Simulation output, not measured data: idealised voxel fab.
process module | voxel transistor to metal
cross-section cut | 260 nm wide | cells 5 nm
A cross-section is a grid of square cells, given in bands from the top down. A band is one or more rows of cells.
Each band's line starts with the height of the band's top and of its bottom, in nm. Then come its materials from left to right, each with its width in nm. One material with "throughout" fills the band from edge to edge. "air" is empty space.
Height 0 is the level under which the wafer as received is all one material. The lowest band goes on downwards, as in "0 down".
A width such as "30 to 40" changes by the same amount from each row of cells to the next, from the band's top row to its bottom row.
"no change" after a step means that no cell of the cross-section changed.
closed voids: empty space of 8 cells or more with no open way to the top, each as width x height at its distance from the left edge, in nm
after a step's settings: what the simulator itself notes on the step
overlay nm, on a step with a mask: how far to the right of its planned place the mask lay; to the left if negative
plan
1 op RECEIVE | material Si
2 op CONFORMAL_DEP | material SiO2 | thk nm 5
3 op CONFORMAL_DEP | material SiN | thk nm 15
4 op DIRECTIONAL_DEP | material aC | thk nm 15
5 op PATTERN | tone cover | mask id ACTIVE | material resist | width nm 100 | pitch nm 130 | thk nm 30 | overlay nm 0
6 op DIRECTIONAL_ETCH | etch materials aC | depth nm 15
7 op STRIP | etch materials resist
8 op DIRECTIONAL_ETCH | etch materials SiN | depth nm 15
9 op DIRECTIONAL_ETCH | etch materials SiO2 | depth nm 5
10 op DIRECTIONAL_ETCH | etch materials Si | depth nm 25
11 op STRIP | etch materials aC
12 op FILL_DEP | material SiO2 | thk nm 15
13 op CMP | height nm 20
14 op SELECTIVE_ETCH | etch materials SiO2 | depth nm 15
15 op STRIP | etch materials SiN
16 op SELECTIVE_ETCH | etch materials SiO2 | depth nm 5
17 op OXIDIZE | depth nm 5
18 op DIRECTIONAL_DEP | material polySi | thk nm 20
19 op DIRECTIONAL_DEP | material SiCN | thk nm 15
20 op PATTERN | tone cover | mask id GATE | material resist | width nm 20 | pitch nm 130 | thk nm 20 | overlay nm 0
21 op DIRECTIONAL_ETCH | etch materials SiCN | depth nm 25
22 op DIRECTIONAL_ETCH | etch materials polySi | depth nm 30
23 op STRIP | etch materials resist
24 op CONFORMAL_DEP | material SiO2 | thk nm 5
25 op DIRECTIONAL_ETCH | etch materials SiO2 | depth nm 5
26 op CONFORMAL_DEP | material SiN | thk nm 10
27 op DIRECTIONAL_ETCH | etch materials SiN | depth nm 10
28 op DIRECTIONAL_ETCH | etch materials SiO2 | depth nm 5
29 op DIRECTIONAL_ETCH | etch materials Si | depth nm 10
30 op EPI | material SiGe | thk nm 15
31 op FILL_DEP | material SiO2 | thk nm 5
32 op CMP | height nm 35
33 op DIRECTIONAL_DEP | material SiO2 | thk nm 10
34 op DIRECTIONAL_DEP | material aC | thk nm 15
35 op PATTERN | tone open | mask id CONTACT | material resist | width nm 15 | pitch nm 65 | thk nm 35 | overlay nm 0
36 op DIRECTIONAL_ETCH | etch materials aC | depth nm 15
37 op STRIP | etch materials resist
38 op DIRECTIONAL_ETCH | etch materials SiO2 | depth nm 35
39 op STRIP | etch materials aC
40 op CONFORMAL_DEP | material TiN | thk nm 5
41 op FILL_DEP | material W | thk nm 5
42 op CMP | height nm 45
43 op DIRECTIONAL_DEP | material TiN | thk nm 5
44 op DIRECTIONAL_DEP | material W | thk nm 15
45 op DIRECTIONAL_DEP | material aC | thk nm 10
46 op PATTERN | tone cover | mask id METAL_1 | material resist | width nm 15 | pitch nm 65 | thk nm 25 | overlay nm 0
47 op DIRECTIONAL_ETCH | etch materials aC | depth nm 10
48 op STRIP | etch materials resist
49 op DIRECTIONAL_ETCH | etch materials W | depth nm 15
50 op DIRECTIONAL_ETCH | etch materials TiN | depth nm 5
51 op STRIP | etch materials aC
52 op CONFORMAL_DEP | material SiCN | thk nm 5
53 op FILL_DEP | material lowk | thk nm 5
54 op CMP | height nm 65
55 op CONFORMAL_DEP | material SiCN | thk nm 5
56 op DIRECTIONAL_DEP | material lowk | thk nm 35
57 op DIRECTIONAL_DEP | material aC | thk nm 10
58 op PATTERN | tone open | mask id METAL_2 | material resist | width nm 15 | pitch nm 130 | thk nm 25 | overlay nm 0
59 op DIRECTIONAL_ETCH | etch materials aC | depth nm 10
60 op STRIP | etch materials resist
61 op DIRECTIONAL_ETCH | etch materials lowk | depth nm 20
62 op STRIP | etch materials aC
63 op MASKED_ETCH | tone open | mask id METAL_2_HOLES | width nm 15 | pitch nm 130 | etch materials lowk | depth nm 15 | overlay nm 0
64 op MASKED_ETCH | tone open | mask id METAL_2_HOLES | width nm 15 | pitch nm 130 | etch materials SiCN | depth nm 5 | overlay nm 0
65 op CONFORMAL_DEP | material TiN | thk nm 5
66 op FILL_DEP | material Cu | thk nm 5
67 op CMP | height nm 105
68 op CONFORMAL_DEP | material SiN | thk nm 5
as received, after step 1
  0 down: Si throughout
  closed voids: none
a wafer at the end: this start, this plan, one mistake
  110 to 105: SiN throughout
  105 to 70: lowk 25 | TiN 5 | Cu 5 | TiN 5 | lowk 115 | TiN 5 | Cu 5 | TiN 5 | lowk 90
  70 to 65: SiCN 25 | TiN 15 | SiCN 115 | TiN 15 | SiCN 90
  65 to 50: lowk 20 | SiCN 5 | W 15 | SiCN 5 | lowk 40 | SiCN 5 | W 15 | SiCN 5 | lowk 40 | SiCN 5 | W 15 | SiCN 5 | lowk 40 | SiCN 5 | W 15 | SiCN 5 | lowk 20
  50 to 45: SiCN 25 | TiN 15 | SiCN 50 | TiN 15 | SiCN 50 | TiN 15 | SiCN 50 | TiN 15 | SiCN 25
  45 to 35: SiO2 25 | TiN 5 | W 5 | TiN 5 | SiO2 50 | TiN 5 | W 5 | TiN 5 | SiO2 50 | TiN 5 | W 5 | TiN 5 | SiO2 50 | TiN 5 | W 5 | TiN 5 | SiO2 25
  35 to 20: SiO2 25 | TiN 5 | W 5 | TiN 5 | SiN 10 | SiO2 5 | SiCN 20 | SiO2 5 | SiN 10 | TiN 5 | W 5 | TiN 5 | SiO2 50 | TiN 5 | W 5 | TiN 5 | SiN 10 | SiO2 5 | SiCN 20 | SiO2 5 | SiN 10 | TiN 5 | W 5 | TiN 5 | SiO2 25
  20 to 15: SiO2 25 | TiN 5 | W 5 | TiN 5 | SiN 10 | SiO2 5 | polySi 20 | SiO2 5 | SiN 10 | TiN 5 | W 5 | TiN 5 | SiO2 50 | TiN 5 | W 5 | TiN 5 | SiN 10 | SiO2 5 | polySi 20 | SiO2 5 | SiN 10 | TiN 5 | W 5 | TiN 5 | SiO2 25
  15 to 10: SiO2 25 | TiN 15 | SiN 10 | SiO2 5 | polySi 20 | SiO2 5 | SiN 10 | TiN 15 | SiO2 50 | TiN 15 | SiN 10 | SiO2 5 | polySi 20 | SiO2 5 | SiN 10 | TiN 15 | SiO2 25
  10 to 5: SiO2 40 | SiN 10 | SiO2 5 | polySi 20 | SiO2 5 | SiN 10 | SiO2 80 | SiN 10 | SiO2 5 | polySi 20 | SiO2 5 | SiN 10 | SiO2 40
  5 to 0: SiN 50 | SiO2 5 | polySi 20 | SiO2 5 | SiN 100 | SiO2 5 | polySi 20 | SiO2 5 | SiN 50
  0 to -5: SiO2 throughout
  -5 to -25: SiO2 15 | Si 100 | SiO2 30 | Si 100 | SiO2 15
  -25 down: Si throughout
  closed voids: none
what went wrong: step 27 ran as: op DIRECTIONAL_ETCH | etch materials SiN | depth nm 5
